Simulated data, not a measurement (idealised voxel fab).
You're looking at the process module voxel ribs on slabs.
195 nm wide, 5 nm square cells: that's cross-section cut.
In what follows, cross-sections appear as grids of square cells, described through bands that run from the top down, where every band is one or more rows of cells.
Band: top height; bottom height; in nm. Then, left to right: material with width in nm, for each material. "full width": a single material spanning edge to edge. "empty": empty space.
A quick word on heights: they are counted from 0, and under that level the wafer as it came to us is one material throughout. The lowest band is different from the rest in having no bottom; it simply continues downward, written as in "0 -> down".
Top row gets the first number, bottom row gets the second, and each row in between changes by the same step: that is how a band width like "30->40" works.
"everything unchanged" for a step: no cell of the cross-section changed in that step.
"Closed void list" - sealed voids, min. 8 cells, no opening to top; format: width x height at distance (distance from left edge; nm throughout).
after a step's settings: what the simulator itself notes on the step
overlay nm: mask offset rightward from planned place, masked step; negative means leftward offset.

List of planned process steps:
1,RECEIVE, material Si
2,DIRECTIONAL_DEP, material SiO2, thk nm 25
3,DIRECTIONAL_DEP, material SiN, thk nm 20
4,PATTERN, tone cover, mask id RIB, material resist, width nm 25, thk nm 15, overlay nm 0
5,DIRECTIONAL_ETCH, etch materials SiN, depth nm 5
6,STRIP, etch materials resist
7,MASKED_ETCH, tone cover, mask id SLAB, width nm 85, etch materials SiN, depth nm 15, overlay nm 0
8,FILL_DEP, material SiO2, thk nm 20
9,CMP, height nm 60
10,DIRECTIONAL_DEP, material W, thk nm 10
11,DIRECTIONAL_DEP, material aC, thk nm 10
12,PATTERN, tone cover, mask id HEATER, material resist, width nm 35, thk nm 30, overlay nm 0
13,DIRECTIONAL_ETCH, etch materials aC, depth nm 10
14,STRIP, etch materials resist
15,DIRECTIONAL_ETCH, etch materials W, depth nm 10
16,STRIP, etch materials aC
17,CONFORMAL_DEP, material SiO2, thk nm 10

The cross-section here shows the wafer as received, i.e. in its state after step 1:
0 -> down  Si full width
Closed void list: none

Figure: cross-sectional view of the wafer upon completion of the module, processed from the initial state and according to the plan depicted above, with one error introduced during execution:
80 -> 70  empty: 70, then SiO2: 55, then empty: 70
70 -> 60  SiO2: 80, then W: 35, then SiO2: 80
60 -> 45  SiO2 full width
45 -> 40  SiO2: 55, then SiN: 30, then SiO2: 25, then SiN: 30, then SiO2: 55
40 -> 30  SiO2: 55, then SiN: 85, then SiO2: 55
30 -> 25  SiN full width
25 -> 0  SiO2 full width
0 -> down  Si full width
Closed void list: none
What was done differently from what was planned? step 4 deviated from plan and actually ran as PATTERN, tone open, mask id RIB, material resist, width nm 25, thk nm 15, overlay nm 0
